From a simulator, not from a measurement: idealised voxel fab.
Name of the process module below: voxel transistor to metal
Pictured: cross-section cut, 210 nm wide, on a grid of 5 nm square cells.
A cross-section in this document is a grid of square cells, and it is written down as bands, the top band listed before the ones below it; a band is made up of one or more rows of cells. Each band's line starts with the height of the band's top and of its bottom, in nm. Then come its materials from left to right, each with its width in nm. One material with "full width" fills the band from edge to edge. "air" is empty space. Where do heights start? At 0: under that level the wafer as delivered is made of one material only. And the lowest band has no floor; it just carries on downward, as in "from 0 down". Per-row width for "30->40": begins at first number (top row of band), ends at second number (bottom row), increment between rows held constant. It should be understood that the words "no modifications", when stated for a given step, signify that the cross-section underwent no change in any of its cells during that step. "Sealed void inventory" - sealed voids, min. 8 cells, no opening to top; format: width x height at distance (distance from left edge; nm throughout). after a step's settings: what the simulator itself notes on the step. The line of a step may include "overlay nm". On a step with a mask, this value is how far to the right of its planned place the mask lay. A negative value means the mask lay to the left.
**Planned step list for the process**
- 1: op RECEIVE | material Si
- 2: op CONFORMAL_DEP | material SiO2 | thk nm 5
- 3: op CONFORMAL_DEP | material SiN | thk nm 15
- 4: op DIRECTIONAL_DEP | material aC | thk nm 10
- 5: op PATTERN | tone cover | mask id ACTIVE | material resist | width nm 85 | thk nm 30 | overlay nm 0
- 6: op DIRECTIONAL_ETCH | etch materials aC | depth nm 10
- 7: op STRIP | etch materials resist
- 8: op DIRECTIONAL_ETCH | etch materials SiN | depth nm 15
- 9: op DIRECTIONAL_ETCH | etch materials SiO2 | depth nm 5
- 10: op DIRECTIONAL_ETCH | etch materials Si | depth nm 25
- 11: op STRIP | etch materials aC
- 12: op OXIDIZE | depth nm 5
- 13: op FILL_DEP | material SiO2 | thk nm 15
- 14: op CMP | height nm 20
- 15: op SELECTIVE_ETCH | etch materials SiO2 | depth nm 5
- 16: op STRIP | etch materials SiN
- 17: op SELECTIVE_ETCH | etch materials SiO2 | depth nm 5
- 18: op OXIDIZE | depth nm 5
- 19: op DIRECTIONAL_DEP | material polySi | thk nm 20
- 20: op DIRECTIONAL_DEP | material SiCN | thk nm 15
- 21: op MASKED_ETCH | tone cover | mask id GATE | width nm 15 | etch materials SiCN | depth nm 25 | overlay nm 0
- 22: op MASKED_ETCH | tone cover | mask id GATE | width nm 15 | etch materials polySi | depth nm 30 | overlay nm 0
- 23: op CONFORMAL_DEP | material SiO2 | thk nm 5
- 24: op DIRECTIONAL_ETCH | etch materials SiO2 | depth nm 5
- 25: op CONFORMAL_DEP | material SiN | thk nm 5
- 26: op DIRECTIONAL_ETCH | etch materials SiN | depth nm 5
- 27: op DIRECTIONAL_ETCH | etch materials SiO2 | depth nm 5
- 28: op DIRECTIONAL_ETCH | etch materials Si | depth nm 5
- 29: op EPI | material pSi | thk nm 10
- 30: op FILL_DEP | material SiO2 | thk nm 5
- 31: op CMP | height nm 35
- 32: op DIRECTIONAL_DEP | material SiO2 | thk nm 15
- 33: op PATTERN | tone open | mask id CONTACT | material resist | width nm 25 | pitch nm 50 | thk nm 15 | overlay nm 0
- 34: op DIRECTIONAL_ETCH | etch materials SiO2 | depth nm 50
- 35: op STRIP | etch materials resist
- 36: op CONFORMAL_DEP | material TiN | thk nm 5
- 37: op FILL_DEP | material Ru | thk nm 10
- 38: op CMP | height nm 50
- 39: op CONFORMAL_DEP | material SiCN | thk nm 5
- 40: op DIRECTIONAL_DEP | material lowk | thk nm 15
- 41: op DIRECTIONAL_DEP | material aC | thk nm 15
- 42: op PATTERN | tone open | mask id METAL_1 | material resist | width nm 15 | pitch nm 60 | thk nm 30 | overlay nm 0
- 43: op DIRECTIONAL_ETCH | etch materials aC | depth nm 15
- 44: op STRIP | etch materials resist
- 45: op DIRECTIONAL_ETCH | etch materials lowk | depth nm 15
- 46: op DIRECTIONAL_ETCH | etch materials SiCN | depth nm 5
- 47: op STRIP | etch materials aC
- 48: op CONFORMAL_DEP | material TiN | thk nm 5
- 49: op FILL_DEP | material Ru | thk nm 10
- 50: op CMP | height nm 70
- 51: op CONFORMAL_DEP | material SiCN | thk nm 5
- 52: op DIRECTIONAL_DEP | material SiO2 | thk nm 35
- 53: op DIRECTIONAL_DEP | material aC | thk nm 15
- 54: op PATTERN | tone open | mask id METAL_2 | material resist | width nm 15 | pitch nm 60 | thk nm 35 | overlay nm -15
- 55: op DIRECTIONAL_ETCH | etch materials aC | depth nm 15
- 56: op STRIP | etch materials resist
- 57: op DIRECTIONAL_ETCH | etch materials SiO2 | depth nm 20
- 58: op STRIP | etch materials aC
- 59: op MASKED_ETCH | tone open | mask id METAL_2_HOLES | width nm 15 | pitch nm 60 | etch materials SiO2 | depth nm 15 | overlay nm 0
- 60: op MASKED_ETCH | tone open | mask id METAL_2_HOLES | width nm 15 | pitch nm 60 | etch materials SiCN | depth nm 5 | overlay nm 0
- 61: op CONFORMAL_DEP | material TiN | thk nm 5
- 62: op FILL_DEP | material Cu | thk nm 5
- 63: op CMP | height nm 110
- 64: op CONFORMAL_DEP | material SiN | thk nm 5
Across this set of wafers, the varied parameter is the overlay nm of step 54. Starting conditions are identical for every wafer, and the plan reports the value assigned to the first wafer.
**This is how the first of several wafers looked in cross-section when it arrived, which is after step 1**
- from 0 down: Si full width
- Sealed void inventory: none
**Table: wafers, a row each; end-of-module cell change per material since receipt, gain (+), loss (-); then closed voids**
overlay nm -15 | +18 Cu | +42 Ru | -185 Si | +87 SiCN | +60 SiN | +716 SiO2 | +88 TiN | +108 lowk | +20 pSi | +12 polySi | Sealed void inventory: none
overlay nm -10 | +14 Cu | +42 Ru | -185 Si | +85 SiCN | +60 SiN | +716 SiO2 | +94 TiN | +108 lowk | +20 pSi | +12 polySi | Sealed void inventory: none
overlay nm -5 | +10 Cu | +42 Ru | -185 Si | +83 SiCN | +60 SiN | +716 SiO2 | +100 TiN | +108 lowk | +20 pSi | +12 polySi | Sealed void inventory: none
overlay nm 0 | +14 Cu | +42 Ru | -185 Si | +81 SiCN | +60 SiN | +716 SiO2 | +98 TiN | +108 lowk | +20 pSi | +12 polySi | Sealed void inventory: none
overlay nm 5 | +10 Cu | +42 Ru | -185 Si | +83 SiCN | +60 SiN | +716 SiO2 | +100 TiN | +108 lowk | +20 pSi | +12 polySi | Sealed void inventory: none
overlay nm 10 | +14 Cu | +42 Ru | -185 Si | +85 SiCN | +60 SiN | +716 SiO2 | +94 TiN | +108 lowk | +20 pSi | +12 polySi | Sealed void inventory: none
overlay nm 15 | +18 Cu | +42 Ru | -185 Si | +87 SiCN | +60 SiN | +716 SiO2 | +88 TiN | +108 lowk | +20 pSi | +12 polySi | Sealed void inventory: none
